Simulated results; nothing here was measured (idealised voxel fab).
Process module heading - voxel tone inversion
In the cross-section labelled cut, the width is 215 nm and each square cell is 5 nm.
Cross-section format: a grid of square cells, given as bands from top to bottom; each band is one or more rows of cells. Within each band entry, the heights of the top and of the bottom of the band appear first, in that order and in nm; the materials of the band then follow from left to right, each with its corresponding width in nm. The designation "everywhere" on a single material indicates that it fills the band from edge to edge; the designation "air" indicates empty space. Heads up on the height convention: 0 is the point under which the incoming wafer is all one material, and the lowest band has no bottom, it just keeps going down, like "z 0 and below". Per-row width for "30..40": begins at first number (top row of band), ends at second number (bottom row), increment between rows held constant. Any step labelled "nothing got changed" changed none of the cells in the cross-section. Fully sealed cavities: empty space of 8 cells or more with no open way to the top, each as width x height at its distance from the left edge, in nm. Where a step's line continues beyond its settings, the continuation is a remark by the simulator itself on that step. You can add "overlay nm" to a step's line. For a step with a mask, it describes how far the mask lay to the right of its planned position, and a negative number describes a lay to the left.
[Steps in the process plan]
- 1: RECEIVE | material Si
- 2: CONFORMAL_DEP | material SiCN | thk nm 5
- 3: DIRECTIONAL_DEP | material polySi | thk nm 25
- 4: PATTERN | tone cover | mask id POSTS | material resist | width nm 20 | pitch nm 45 | thk nm 35 | overlay nm 0
- 5: DIRECTIONAL_ETCH | etch materials polySi | depth nm 25
- 6: STRIP | etch materials resist
- 7: FILL_DEP | material SiO2 | thk nm 10
- 8: CMP | height nm 30
- 9: STRIP | etch materials polySi
[So this is the incoming wafer in cross-section - it's already been through step 1]
z 0 and below | Si everywhere
Fully sealed cavities: none
[Same starting wafer, same plan as above, one mistake in the execution; this is the cross-section at the end of the module]
z 30 to 0 | SiCN everywhere
z 0 and below | Si everywhere
Fully sealed cavities: none
The plan and the run diverged here: off-plan run, step 3, actual operation and settings DIRECTIONAL_DEP | material SiCN | thk nm 25
